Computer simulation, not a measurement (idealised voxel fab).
Process module heading - voxel self aligned vias
265 nm wide, 5 nm square cells: that's cross-section cut.
How to read a cross-section here: the picture is a grid of square cells, written as bands going from the top down, and any band can span one or more rows of cells.
Band: top height; bottom height; in nm. Then, left to right: material with width in nm, for each material. "edge to edge": a single material spanning edge to edge. "empty": empty space.
Heads up on the height convention: 0 is the point under which the incoming wafer is all one material, and the lowest band has no bottom, it just keeps going down, like "top 0, no bottom".
A width given as "30..40" starts at the first number in the band's top row and ends at the second number in its bottom row, shifting by an equal amount at every step from row to row.
"no change occurred" means the step left every cell of the cross-section as it was.
Closed empty spaces (no open way to the top) of 8 cells or more are what "Closed void roster" lists, each as width x height at distance from the left edge, nm for all three.
Formally, on a step line, whatever follows the settings is a remark that the simulator itself makes on the step.
Each step line may optionally specify "overlay nm", which for a step with a mask gives the rightward distance between the mask's planned place and where it lay, a negative value indicating the leftward direction.

Intended process steps:
step 1: RECEIVE, material Si
step 2: CONFORMAL_DEP, material SiO2, thk nm 15
step 3: CONFORMAL_DEP, material SiCN, thk nm 5
step 4: DIRECTIONAL_DEP, material SiO2, thk nm 30
step 5: MASKED_ETCH, tone open, mask id LINES, width nm 25, pitch nm 70, etch materials SiO2, depth nm 30, overlay nm 0
step 6: CONFORMAL_DEP, material TiN, thk nm 5
step 7: FILL_DEP, material W, thk nm 10
step 8: CMP, height nm 50
step 9: SELECTIVE_ETCH, etch materials W Ru TiN, depth nm 10
step 10: FILL_DEP, material SiN, thk nm 10
step 11: CMP, height nm 50
step 12: DIRECTIONAL_DEP, material SiO2, thk nm 15
step 13: DIRECTIONAL_DEP, material aC, thk nm 10
step 14: PATTERN, tone open, mask id VIAS, material resist, width nm 45, pitch nm 70, thk nm 25, overlay nm 0
step 15: DIRECTIONAL_ETCH, etch materials aC, depth nm 10
step 16: STRIP, etch materials resist
step 17: DIRECTIONAL_ETCH, etch materials SiO2, depth nm 15
step 18: DIRECTIONAL_ETCH, etch materials SiN, depth nm 10
step 19: STRIP, etch materials aC
step 20: CONFORMAL_DEP, material TiN, thk nm 5
step 21: FILL_DEP, material W, thk nm 10
step 22: CMP, height nm 65
step 23: CONFORMAL_DEP, material SiCN, thk nm 5

Cross-section, incoming material, after step 1:
* top 0, no bottom  Si edge to edge
* Closed void roster: none

Look at the cross-section after the module: the wafer started out the way shown above and the plan was the one shown above, yet one mistake was made along the way:
* top 70, bottom 65  SiCN edge to edge
* top 65, bottom 55  40 nm SiO2 | 5 nm TiN | 35 nm W | 5 nm TiN | 25 nm SiO2 | 5 nm TiN | 35 nm W | 5 nm TiN | 25 nm SiO2 | 5 nm TiN | 35 nm W | 5 nm TiN | 40 nm SiO2
* top 55, bottom 50  40 nm SiO2 | 45 nm TiN | 25 nm SiO2 | 45 nm TiN | 25 nm SiO2 | 45 nm TiN | 40 nm SiO2
* top 50, bottom 45  SiCN edge to edge
* top 45, bottom 0  SiO2 edge to edge
* top 0, no bottom  Si edge to edge
* Closed void roster: none
Nonconformance to the process plan: swap of plan steps 3 and 4 during execution
